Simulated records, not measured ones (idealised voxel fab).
Module name: voxel self aligned contacts (process module)
In the cross-section labelled cut, the width is 245 nm and each square cell is 5 nm.
The cross-sections in this document take the form of a grid made of square cells. They are written out as bands, in order from top to bottom. Each band consists of one or more rows of cells. Per band: top height and bottom height in nm, followed by the left-to-right materials and their widths in nm; "full width" marks a single material spanning edge to edge, "empty" marks empty space. Counting heights begins at 0, where everything beneath is, in the wafer as received, one material. The lowest band has no bottom; it goes on downwards, as "0..down" shows. A width given as "30 to 40" starts at the first number in the band's top row and ends at the second number in its bottom row, shifting by an equal amount at every step from row to row. Where a step carries "nothing got changed", the cross-section came out of it unchanged, cell for cell. Any empty space of 8 cells or more lacking an open way to the top shows up in "Closed internal cavities" as width x height at distance, distance from the left edge, in nm. It should be noted that, on the line of a given step, the content following the step's settings is a remark produced by the simulator itself with respect to that step. The optional step-line setting "overlay nm" applies to steps with a mask and quantifies how far to the right of its planned location the mask lay, a negative value indicating leftward placement.

## Process steps - plan
- 1: RECEIVE,material Si
- 2: OXIDIZE,depth nm 5
- 3: DIRECTIONAL_DEP,material polySi,thk nm 25
- 4: DIRECTIONAL_DEP,material SiN,thk nm 15
- 5: DIRECTIONAL_DEP,material aC,thk nm 15
- 6: PATTERN,tone cover,mask id GATE,material resist,width nm 35,pitch nm 70,thk nm 35,overlay nm 0
- 7: DIRECTIONAL_ETCH,etch materials aC,depth nm 15
- 8: STRIP,etch materials resist
- 9: DIRECTIONAL_ETCH,etch materials SiN,depth nm 15
- 10: DIRECTIONAL_ETCH,etch materials polySi,depth nm 25
- 11: STRIP,etch materials aC
- 12: CONFORMAL_DEP,material SiN,thk nm 5
- 13: DIRECTIONAL_ETCH,etch materials SiN,depth nm 5
- 14: FILL_DEP,material SiO2,thk nm 10
- 15: CMP,height nm 35
- 16: PATTERN,tone open,mask id CONTACT,material resist,width nm 55,thk nm 15,overlay nm 0
- 17: DIRECTIONAL_ETCH,etch materials SiO2,depth nm 50
- 18: STRIP,etch materials resist
- 19: CONFORMAL_DEP,material TiN,thk nm 5
- 20: FILL_DEP,material W,thk nm 10
- 21: CMP,height nm 45
- 22: CONFORMAL_DEP,material SiN,thk nm 5
For clarity, it should be stated that the wafers under discussion commence in an identical condition and differ with respect to the height nm of step 15, the plan indicating the value that the first wafer had.

## First wafer of several, as received: cross-section after step 1
* 0..down = Si full width
* Closed internal cavities: none

## End of the module, past its last step, step 22: how the first of several wafers looks in cross-section
* 50..45 = SiN full width
* 45..40 = W full width
* 40..35 = TiN (115), then W (15), then TiN (115)
* 35..25 = SiO2 (65), then SiN (45), then TiN (5), then W (15), then TiN (5), then SiN (45), then SiO2 (65)
* 25..0 = SiO2 (65), then SiN (5), then polySi (35), then SiN (5), then TiN (5), then W (15), then TiN (5), then SiN (5), then polySi (35), then SiN (5), then SiO2 (65)
* 0..-5 = SiO2 (110), then TiN (25), then SiO2 (110)
* -5..down = Si full width
* Closed internal cavities: none

## Sectional view of the last wafer upon completion of the module
* 50..45 = SiN full width
* 45..40 = SiO2 (95), then TiN (20), then W (15), then TiN (20), then SiO2 (95)
* 40..25 = SiO2 (65), then SiN (45), then TiN (5), then W (15), then TiN (5), then SiN (45), then SiO2 (65)
* 25..5 = SiO2 (65), then SiN (5), then polySi (35), then SiN (5), then TiN (5), then W (15), then TiN (5), then SiN (5), then polySi (35), then SiN (5), then SiO2 (65)
* 5..0 = SiO2 (65), then SiN (5), then polySi (35), then SiN (5), then TiN (25), then SiN (5), then polySi (35), then SiN (5), then SiO2 (65)
* 0..-5 = SiO2 full width
* -5..down = Si full width
* Closed internal cavities: none

## For your reference, the table is organized with a row per wafer; each row reflects the wafer at the end of the module, indicating for each material the cells gained (+) or lost (-) since receipt, and thereafter its closed voids
height nm 35; -49 Si; +105 SiN; +226 SiO2; +65 TiN; +73 W; +70 polySi; Closed internal cavities: none
height nm 40; -49 Si; +123 SiN; +252 SiO2; +67 TiN; +27 W; +70 polySi; Closed internal cavities: none
height nm 45; -49 Si; +123 SiN; +290 SiO2; +29 TiN; +27 W; +70 polySi; Closed internal cavities: none
height nm 50; -49 Si; +123 SiN; +295 SiO2; +27 TiN; +24 W; +70 polySi; Closed internal cavities: none
